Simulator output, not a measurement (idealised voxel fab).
The following is a process module called voxel transistor to metal.
Displayed cross-section: cut, width of 150 nm, square cells sized 5 nm.
Square cells in a grid make up a cross-section in this document, and the grid is given as bands, listed from the top down, each one or more rows of cells.
Heights first: top, then bottom, in nm. Then materials, left to right, each with a width in nm. "full width" on a single material: fills the band edge to edge. "empty": empty space.
Note: height 0 marks the level under which the wafer is uniformly one material as received. Lowest band unbounded below, written "0 down".
Read "30 to 40" as a graded width: first number on top, second number at the bottom, same change between each pair of neighbouring rows.
Where the words "all unchanged" appear for a step, the cross-section shows no cell changed by that step; every cell remained as before.
The entry titled "Enclosed empty spaces" provides the empty spaces that have no open way to the top, restricted to those of 8 cells or more. Each is presented as width x height at distance, the distance being measured from the left edge, with all three in nm.
Whatever follows a step's settings on its line is a remark the simulator itself makes about that step.
For masked steps, "overlay nm" on the step line gives how far right of plan the mask actually lay; a minus sign means it lay to the left.
Process steps foreseen in the plan
1. RECEIVE with material Si
2. OXIDIZE with depth nm 5
3. CONFORMAL_DEP with material SiN, thk nm 10
4. MASKED_ETCH with tone cover, mask id ACTIVE, width nm 115, etch materials SiN, depth nm 10, overlay nm 0
5. MASKED_ETCH with tone cover, mask id ACTIVE, width nm 115, etch materials SiO2, depth nm 5, overlay nm 0
6. MASKED_ETCH with tone cover, mask id ACTIVE, width nm 115, etch materials Si, depth nm 25, overlay nm 0
7. OXIDIZE with depth nm 5
8. FILL_DEP with material SiO2, thk nm 10
9. CMP with height nm 10
10. SELECTIVE_ETCH with etch materials SiO2, depth nm 5
11. STRIP with etch materials SiN
12. SELECTIVE_ETCH with etch materials SiO2, depth nm 5
13. OXIDIZE with depth nm 5
14. DIRECTIONAL_DEP with material polySi, thk nm 30
15. DIRECTIONAL_DEP with material SiCN, thk nm 15
16. DIRECTIONAL_DEP with material aC, thk nm 15
17. PATTERN with tone cover, mask id GATE, material resist, width nm 25, thk nm 35, overlay nm 0
18. DIRECTIONAL_ETCH with etch materials aC, depth nm 15
19. STRIP with etch materials resist
20. DIRECTIONAL_ETCH with etch materials SiCN, depth nm 25
21. DIRECTIONAL_ETCH with etch materials polySi, depth nm 40
22. STRIP with etch materials aC
23. CONFORMAL_DEP with material SiN, thk nm 5
24. DIRECTIONAL_ETCH with etch materials SiN, depth nm 5
25. DIRECTIONAL_ETCH with etch materials SiO2, depth nm 5
26. EPI with material nSi, thk nm 5
27. FILL_DEP with material SiO2, thk nm 10
28. CMP with height nm 25
29. STRIP with etch materials polySi
30. SELECTIVE_ETCH with etch materials SiO2, depth nm 5
31. CONFORMAL_DEP with material HfO2, thk nm 5
32. CONFORMAL_DEP with material TiN, thk nm 5
33. FILL_DEP with material W, thk nm 5
34. CMP with height nm 20
35. DIRECTIONAL_DEP with material SiO2, thk nm 10
36. DIRECTIONAL_DEP with material aC, thk nm 10
37. PATTERN with tone open, mask id CONTACT, material resist, width nm 20, pitch nm 85, thk nm 25, overlay nm 0
38. DIRECTIONAL_ETCH with etch materials aC, depth nm 10
39. STRIP with etch materials resist
40. DIRECTIONAL_ETCH with etch materials SiO2, depth nm 35
41. STRIP with etch materials aC
42. CONFORMAL_DEP with material TiN, thk nm 5
43. FILL_DEP with material W, thk nm 10
44. CMP with height nm 30
45. DIRECTIONAL_DEP with material TiN, thk nm 5
46. DIRECTIONAL_DEP with material W, thk nm 15
47. DIRECTIONAL_DEP with material aC, thk nm 15
48. PATTERN with tone cover, mask id METAL_1, material resist, width nm 20, pitch nm 85, thk nm 30, overlay nm 0
49. DIRECTIONAL_ETCH with etch materials aC, depth nm 15
50. STRIP with etch materials resist
51. DIRECTIONAL_ETCH with etch materials W, depth nm 15
52. DIRECTIONAL_ETCH with etch materials TiN, depth nm 5
53. STRIP with etch materials aC
54. CONFORMAL_DEP with material SiCN, thk nm 5
55. FILL_DEP with material lowk, thk nm 10
56. CMP with height nm 50
57. CONFORMAL_DEP with material SiCN, thk nm 5
58. DIRECTIONAL_DEP with material lowk, thk nm 35
59. PATTERN with tone open, mask id METAL_2, material resist, width nm 20, pitch nm 85, thk nm 20, overlay nm 0
60. DIRECTIONAL_ETCH with etch materials lowk, depth nm 20
61. STRIP with etch materials resist
62. DIRECTIONAL_DEP with material aC, thk nm 15
63. PATTERN with tone open, mask id METAL_2_HOLES, material resist, width nm 15, pitch nm 85, thk nm 35, overlay nm 0
64. DIRECTIONAL_ETCH with etch materials aC, depth nm 15
65. STRIP with etch materials resist
66. DIRECTIONAL_ETCH with etch materials lowk, depth nm 15
67. DIRECTIONAL_ETCH with etch materials SiCN, depth nm 5
68. STRIP with etch materials aC
69. CONFORMAL_DEP with material TiN, thk nm 5
70. FILL_DEP with material Cu, thk nm 10
71. CMP with height nm 90
72. CONFORMAL_DEP with material SiCN, thk nm 5
Cross-section of the wafer upon arrival, representing the state reached after step 1
  0 down = Si full width
  Enclosed empty spaces: none
End state of the module in cross-section, given the above starting point and plan and one mistake in execution
  95 to 90 = SiCN full width
  90 to 75 = lowk: 20, then TiN: 5, then Cu: 10, then TiN: 5, then lowk: 65, then TiN: 5, then Cu: 10, then TiN: 5, then lowk: 25
  75 to 70 = lowk: 20, then TiN: 5, then Cu: 5, then TiN: 10, then lowk: 65, then TiN: 5, then Cu: 5, then TiN: 10, then lowk: 25
  70 to 55 = lowk: 20, then TiN: 5, then Cu: 5, then TiN: 5, then lowk: 70, then TiN: 5, then Cu: 5, then TiN: 5, then lowk: 30
  55 to 50 = SiCN: 20, then TiN: 15, then SiCN: 70, then TiN: 15, then SiCN: 30
  50 to 35 = lowk: 15, then SiCN: 5, then W: 20, then SiCN: 5, then lowk: 55, then SiCN: 5, then W: 20, then SiCN: 5, then lowk: 20
  35 to 30 = SiCN: 20, then TiN: 20, then SiCN: 65, then TiN: 20, then SiCN: 25
  30 to 20 = SiO2: 20, then TiN: 5, then W: 10, then TiN: 5, then SiO2: 65, then TiN: 5, then W: 10, then TiN: 5, then SiO2: 25
  20 to 0 = SiO2: 20, then TiN: 5, then W: 10, then TiN: 5, then SiO2: 15, then SiN: 5, then HfO2: 5, then TiN: 5, then W: 10, then TiN: 5, then HfO2: 5, then SiN: 5, then SiO2: 10, then TiN: 5, then W: 10, then TiN: 5, then SiO2: 25
  0 to -5 = SiO2: 10, then SiN: 5, then SiO2: 5, then TiN: 20, then SiO2: 15, then SiN: 5, then HfO2: 5, then TiN: 20, then HfO2: 5, then SiN: 5, then SiO2: 10, then TiN: 20, then SiO2: 5, then SiN: 5, then SiO2: 15
  -5 to -10 = SiO2: 15, then nSi: 40, then HfO2: 40, then nSi: 35, then SiO2: 20
  -10 to -35 = SiO2: 20, then Si: 105, then SiO2: 25
  -35 down = Si full width
  Enclosed empty spaces: none
Heads up, the wafer didn't run the way we planned it: step 17: run off-plan, actual operation and settings PATTERN with tone cover, mask id GATE, material resist, width nm 30, thk nm 35, overlay nm 0
